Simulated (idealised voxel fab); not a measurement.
This is a process module. Its name is voxel capacitor over wiring.
Pictured: cross-section cut, 280 nm wide, on a grid of 5 nm square cells.
Cross-section = grid of square cells, listed top down in bands; band = one or more rows.
It is stipulated that each band's entry specify, in nanometres, the height of the top of the band and then that of its bottom, followed by the materials of the band in left-to-right sequence, each together with its width in nanometres. A single material marked by the word "edge to edge" is understood to fill the band from edge to edge; the word "empty" is understood to denote empty space.
A quick word on heights: they are counted from 0, and under that level the wafer as it came to us is one material throughout. The lowest band is different from the rest in having no bottom; it simply continues downward, written as in "0..down".
Width "30..40": first value at the band's top row of cells, second value at its bottom row, equal change from row to row.
Where the words "no alteration" appear for a step, the cross-section shows no cell changed by that step; every cell remained as before.
"Listed closed voids" lists enclosed empty spaces (at least 8 cells, no open path upward to the top), each as width x height at distance from the left edge, in nm.
Post-settings text on a step line: simulator's own remark regarding the step.
overlay nm: how far to the right of its planned place the mask lay on this masked step (negative: to the left).
## These are the steps we planned for the process
1 RECEIVE: material Si
2 CONFORMAL_DEP: material SiO2, thk nm 10
3 DIRECTIONAL_DEP: material TiN, thk nm 5
4 DIRECTIONAL_DEP: material W, thk nm 20
5 PATTERN: tone cover, mask id METAL_1, material resist, width nm 20, pitch nm 75, thk nm 15, overlay nm 0
6 DIRECTIONAL_ETCH: etch materials W, depth nm 20
7 DIRECTIONAL_ETCH: etch materials TiN, depth nm 5
8 STRIP: etch materials resist
9 FILL_DEP: material lowk, thk nm 5
10 CMP: height nm 35
11 CONFORMAL_DEP: material SiCN, thk nm 5
12 DIRECTIONAL_DEP: material SiO2, thk nm 20
13 DIRECTIONAL_DEP: material aC, thk nm 15
14 PATTERN: tone open, mask id PLUG_1, material resist, width nm 15, thk nm 35, overlay nm 0
15 DIRECTIONAL_ETCH: etch materials aC, depth nm 15
16 STRIP: etch materials resist
17 DIRECTIONAL_ETCH: etch materials SiO2, depth nm 20
18 DIRECTIONAL_ETCH: etch materials SiCN, depth nm 5
19 STRIP: etch materials aC
20 EPI: material Ru, thk nm 10
21 EPI: material Ru, thk nm 10
22 EPI: material Ru, thk nm 5
23 DIRECTIONAL_DEP: material TiN, thk nm 5
24 DIRECTIONAL_DEP: material SiN, thk nm 5
25 DIRECTIONAL_DEP: material TiN, thk nm 5
26 PATTERN: tone cover, mask id UPPER_PLATE, material resist, width nm 60, thk nm 20, overlay nm 0
27 DIRECTIONAL_ETCH: etch materials TiN, depth nm 5
28 DIRECTIONAL_ETCH: etch materials SiN, depth nm 5
29 STRIP: etch materials resist
30 MASKED_ETCH: tone cover, mask id LOWER_PLATE, width nm 70, etch materials TiN, depth nm 5, overlay nm 0
31 FILL_DEP: material SiO2, thk nm 15
32 CMP: height nm 85
33 MASKED_ETCH: tone open, mask id PLUG_2, width nm 15, etch materials SiO2, depth nm 10, overlay nm 0
34 CONFORMAL_DEP: material TiN, thk nm 5
35 FILL_DEP: material Cu, thk nm 5
36 CMP: height nm 85
37 CONFORMAL_DEP: material SiCN, thk nm 5
## The first wafer of two, processed as planned
## Cross-sectional view of the wafer in its as-received condition, corresponding to the state after step 1
    0..down | Si edge to edge
    Listed closed voids: none
## After step 2: wafer cross-section
    10..0 | SiO2 edge to edge
    below 0: unchanged
## After step 3: wafer cross-section
    15..10 | TiN edge to edge
    below 10: unchanged
## After step 4: wafer cross-section
    35..15 | W edge to edge
    below 15: unchanged
## After step 5: wafer cross-section
    50..35 | empty (90), resist (20), empty (55), resist (20), empty (95)
    below 35: unchanged
## After step 6: wafer cross-section
    50..35 | empty (90), resist (20), empty (55), resist (20), empty (95)
    35..15 | empty (90), W (20), empty (55), W (20), empty (95)
    below 15: unchanged
## After step 7: wafer cross-section
    50..35 | empty (90), resist (20), empty (55), resist (20), empty (95)
    35..15 | empty (90), W (20), empty (55), W (20), empty (95)
    15..10 | empty (90), TiN (20), empty (55), TiN (20), empty (95)
    below 10: unchanged
## After step 8: wafer cross-section
    35..15 | empty (90), W (20), empty (55), W (20), empty (95)
    below 15: unchanged
## After step 9: wafer cross-section
    40..35 | lowk edge to edge
    35..15 | lowk (90), W (20), lowk (55), W (20), lowk (95)
    15..10 | lowk (90), TiN (20), lowk (55), TiN (20), lowk (95)
    below 10: unchanged
## After step 10: wafer cross-section
    35..15 | lowk (90), W (20), lowk (55), W (20), lowk (95)
    below 15: unchanged
## After step 11: wafer cross-section
    40..35 | SiCN edge to edge
    below 35: unchanged
## After step 12: wafer cross-section
    60..40 | SiO2 edge to edge
    below 40: unchanged
## After step 13: wafer cross-section
    75..60 | aC edge to edge
    below 60: unchanged
## After step 14: wafer cross-section
    110..75 | resist (95), empty (15), resist (170)
    below 75: unchanged
## After step 15: wafer cross-section
    95..75 | resist (95), empty (15), resist (170)
    75..60 | aC (95), empty (15), aC (170)
    below 60: unchanged
## After step 16: wafer cross-section
    75..60 | aC (95), empty (15), aC (170)
    below 60: unchanged
## After step 17: wafer cross-section
    75..60 | aC (95), empty (15), aC (170)
    60..40 | SiO2 (95), empty (15), SiO2 (170)
    below 40: unchanged
## After step 18: wafer cross-section
    75..60 | aC (95), empty (15), aC (170)
    60..40 | SiO2 (95), empty (15), SiO2 (170)
    40..35 | SiCN (95), empty (15), SiCN (170)
    below 35: unchanged
## After step 19: wafer cross-section
    60..40 | SiO2 (95), empty (15), SiO2 (170)
    below 40: unchanged
## After step 20: wafer cross-section
    60..45 | SiO2 (95), empty (15), SiO2 (170)
    45..40 | SiO2 (95), Ru (15), SiO2 (170)
    40..35 | SiCN (95), Ru (15), SiCN (170)
    below 35: unchanged
## After step 21: wafer cross-section
    60..55 | SiO2 (95), empty (15), SiO2 (170)
    55..40 | SiO2 (95), Ru (15), SiO2 (170)
    below 40: unchanged
## After step 22: wafer cross-section
    60..40 | SiO2 (95), Ru (15), SiO2 (170)
    below 40: unchanged
## After step 23: wafer cross-section
    65..60 | TiN edge to edge
    below 60: unchanged
## After step 24: wafer cross-section
    70..65 | SiN edge to edge
    below 65: unchanged
## After step 25: wafer cross-section
    75..70 | TiN edge to edge
    below 70: unchanged
## After step 26: wafer cross-section
    95..75 | empty (95), resist (60), empty (125)
    below 75: unchanged
## After step 27: wafer cross-section
    95..75 | empty (95), resist (60), empty (125)
    75..70 | empty (95), TiN (60), empty (125)
    below 70: unchanged
## After step 28: wafer cross-section
    95..75 | empty (95), resist (60), empty (125)
    75..70 | empty (95), TiN (60), empty (125)
    70..65 | empty (95), SiN (60), empty (125)
    below 65: unchanged
## After step 29: wafer cross-section
    75..70 | empty (95), TiN (60), empty (125)
    below 70: unchanged
## After step 30: wafer cross-section
    75..70 | empty (95), TiN (60), empty (125)
    70..65 | empty (95), SiN (60), empty (125)
    65..60 | empty (90), TiN (70), empty (120)
    below 60: unchanged
## After step 31: wafer cross-section
    90..75 | SiO2 edge to edge
    75..70 | SiO2 (95), TiN (60), SiO2 (125)
    70..65 | SiO2 (95), SiN (60), SiO2 (125)
    65..60 | SiO2 (90), TiN (70), SiO2 (120)
    below 60: unchanged
## After step 32: wafer cross-section
    85..75 | SiO2 edge to edge
    below 75: unchanged
## After step 33: wafer cross-section
    85..75 | SiO2 (105), empty (15), SiO2 (160)
    below 75: unchanged
## After step 34: wafer cross-section
    90..85 | TiN (110), empty (5), TiN (165)
    85..80 | SiO2 (105), TiN (5), empty (5), TiN (5), SiO2 (160)
    80..70 | SiO2 (105..95), TiN (15..60), SiO2 (160..125)
    below 70: unchanged
## After step 35: wafer cross-section
    95..90 | Cu edge to edge
    90..85 | TiN (110), Cu (5), TiN (165)
    85..80 | SiO2 (105), TiN (5), Cu (5), TiN (5), SiO2 (160)
    below 80: unchanged
## After step 36: wafer cross-section
    85..80 | SiO2 (105), TiN (5), Cu (5), TiN (5), SiO2 (160)
    below 80: unchanged
## After step 37: wafer cross-section
    90..85 | SiCN edge to edge
    below 85: unchanged
## The remaining wafer, second of the two, started like the first and was run to the same plan, except that one mistake was made along the way; the two coincide through step 19, inclusive
## At the planned end of step 21, the second wafer in cross-section
    65..60 | empty (90), Ru (25), empty (165)
    60..40 | SiO2 (95), Ru (15), SiO2 (170)
    40..35 | SiCN (95), Ru (15), SiCN (170)
    below 35: unchanged
## At the planned end of step 22, the second wafer in cross-section
    70..60 | empty (85), Ru (35), empty (160)
    below 60: unchanged
## At the planned end of step 23, the second wafer in cross-section
    75..70 | empty (85), TiN (35), empty (160)
    70..65 | empty (85), Ru (35), empty (160)
    65..60 | TiN (85), Ru (35), TiN (160)
    below 60: unchanged
## At the planned end of step 24, the second wafer in cross-section
    80..75 | empty (85), SiN (35), empty (160)
    75..70 | empty (85), TiN (35), empty (160)
    70..65 | SiN (85), Ru (35), SiN (160)
    below 65: unchanged
## At the planned end of step 25, the second wafer in cross-section
    85..80 | empty (85), TiN (35), empty (160)
    80..75 | empty (85), SiN (35), empty (160)
    75..70 | TiN edge to edge
    below 70: unchanged
## At the planned end of step 26, the second wafer in cross-section
    105..85 | empty (95), resist (60), empty (125)
    85..80 | empty (85), TiN (35), resist (35), empty (125)
    80..75 | empty (85), SiN (35), resist (35), empty (125)
    below 75: unchanged
## At the planned end of step 27, the second wafer in cross-section
    105..85 | empty (95), resist (60), empty (125)
    85..80 | empty (95), TiN (25), resist (35), empty (125)
    80..75 | empty (85), SiN (35), resist (35), empty (125)
    75..70 | empty (85), TiN (70), empty (125)
    below 70: unchanged
## At the planned end of step 28, the second wafer in cross-section
    105..85 | empty (95), resist (60), empty (125)
    85..80 | empty (95), TiN (25), resist (35), empty (125)
    80..75 | empty (95), SiN (25), resist (35), empty (125)
    75..70 | empty (85), TiN (70), empty (125)
    70..65 | empty (85), Ru (35), SiN (35), empty (125)
    below 65: unchanged
## At the planned end of step 29, the second wafer in cross-section
    85..80 | empty (95), TiN (25), empty (160)
    80..75 | empty (95), SiN (25), empty (160)
    below 75: unchanged
## At the planned end of step 30, the second wafer in cross-section
    85..80 | empty (95), TiN (25), empty (160)
    80..75 | empty (95), SiN (25), empty (160)
    75..70 | empty (90), TiN (65), empty (125)
    70..65 | empty (85), Ru (35), SiN (35), empty (125)
    65..60 | empty (85), Ru (35), TiN (40), empty (120)
    below 60: unchanged
## At the planned end of step 31, the second wafer in cross-section
    100..85 | SiO2 edge to edge
    85..80 | SiO2 (95), TiN (25), SiO2 (160)
    80..75 | SiO2 (95), SiN (25), SiO2 (160)
    75..70 | SiO2 (90), TiN (65), SiO2 (125)
    70..65 | SiO2 (85), Ru (35), SiN (35), SiO2 (125)
    65..60 | SiO2 (85), Ru (35), TiN (40), SiO2 (120)
    below 60: unchanged
## At the planned end of step 32, the second wafer in cross-section
    85..80 | SiO2 (95), TiN (25), SiO2 (160)
    below 80: unchanged
At the planned end of step 33, the second wafer in cross-section: no alteration
## At the planned end of step 34, the second wafer in cross-section
    90..85 | TiN edge to edge
    below 85: unchanged
## At the planned end of step 35, the second wafer in cross-section
    95..90 | Cu edge to edge
    below 90: unchanged
## At the planned end of step 36, the second wafer in cross-section
    85..80 | SiO2 (95), TiN (25), SiO2 (160)
    below 80: unchanged
## At the planned end of step 37, the second wafer in cross-section
    90..85 | SiCN edge to edge
    below 85: unchanged
In executing the process, a mistake was made relative to the plan: one of the matching steps 20 and 21 was carried out twice, and there is no way to identify which
Final cells, second wafer relative to first, materials higher or lower: Cu -1, Ru +14, SiO2 -8, TiN -5
